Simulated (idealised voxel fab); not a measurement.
You're looking at the process module voxel released beams.
Cross-section cut: width 255 nm, square cells of 5 nm.
In this document a cross-section is written as a grid of square cells. It is given as a series of bands, listed from the top down, and a band is one or more rows of cells.
Band entry format. Leading values: height of top, height of bottom, nm. Remainder: materials in left-to-right order, each with its width in nm. Special words: "edge to edge" on a single material, which then fills the band edge to edge; "empty", empty space.
Measure heights from 0. That's the level where, below it, the as-received wafer is all one material. The lowest band is bottomless and extends downward; write it as in "0..down".
The expression "30..40" gives the width at the extremes of the band, the first number at its top row of cells and the second at its bottom row, with the width changing by equal amounts from each row to the next in between.
No cell of the cross-section changed in a step that is given as "nothing changed".
This entry, "Tabulated closed voids", enumerates those empty regions of no fewer than 8 cells that possess no open connection to the top. Each region is reported in the form width x height at distance, the distance being taken from the left edge, with all three quantities expressed in nm.
Step line, after settings: the simulator's comment on this step.
"overlay nm" denotes, for a step that has a mask, the displacement of the mask to the right of its planned place, with negative values corresponding to the left.
# Set out below are the planned steps of the process
step 1: RECEIVE (material Si)
step 2: CONFORMAL_DEP (material SiN; thk nm 5)
step 3: DIRECTIONAL_DEP (material SiO2; thk nm 15)
step 4: DIRECTIONAL_DEP (material aC; thk nm 10)
step 5: PATTERN (tone open; mask id ANCHOR; material resist; width nm 35; thk nm 30; overlay nm 0)
step 6: DIRECTIONAL_ETCH (etch materials aC; depth nm 10)
step 7: STRIP (etch materials resist)
step 8: DIRECTIONAL_ETCH (etch materials SiO2; depth nm 15)
step 9: STRIP (etch materials aC)
step 10: CONFORMAL_DEP (material TiN; thk nm 15)
step 11: DIRECTIONAL_DEP (material aC; thk nm 10)
step 12: PATTERN (tone cover; mask id BEAM; material resist; width nm 80; thk nm 25; overlay nm 0)
step 13: DIRECTIONAL_ETCH (etch materials aC; depth nm 10)
step 14: STRIP (etch materials resist)
step 15: DIRECTIONAL_ETCH (etch materials TiN; depth nm 15)
step 16: STRIP (etch materials aC)
step 17: STRIP (etch materials SiO2)
# Incoming wafer, cross-sectional view, post step 1
- 0..down = Si edge to edge
- Tabulated closed voids: none
# Wafer cross-section at module end: first of two, run to plan
- 35..20 = empty=85, TiN=20, empty=5, TiN=55, empty=90
- 20..5 = empty=90, TiN=35, empty=130
- 5..0 = SiN edge to edge
- 0..down = Si edge to edge
- Tabulated closed voids: none
# Second wafer through the module, sectioned at the end: same beginning and same plan as the first wafer, with one mistake in carrying it out
- 35..20 = empty=85, TiN=15, empty=15, TiN=50, empty=90
- 20..5 = empty=85, TiN=45, empty=125
- 5..0 = SiN edge to edge
- 0..down = Si edge to edge
- Tabulated closed voids: none
In executing the process, a mistake was made relative to the plan: step 5 was run on a setting that differed from the plan, and what really ran there is PATTERN (tone open; mask id ANCHOR; material resist; width nm 45; thk nm 30; overlay nm 0)
at the end the second wafer has, in cells: as many of each material as the first, in other places
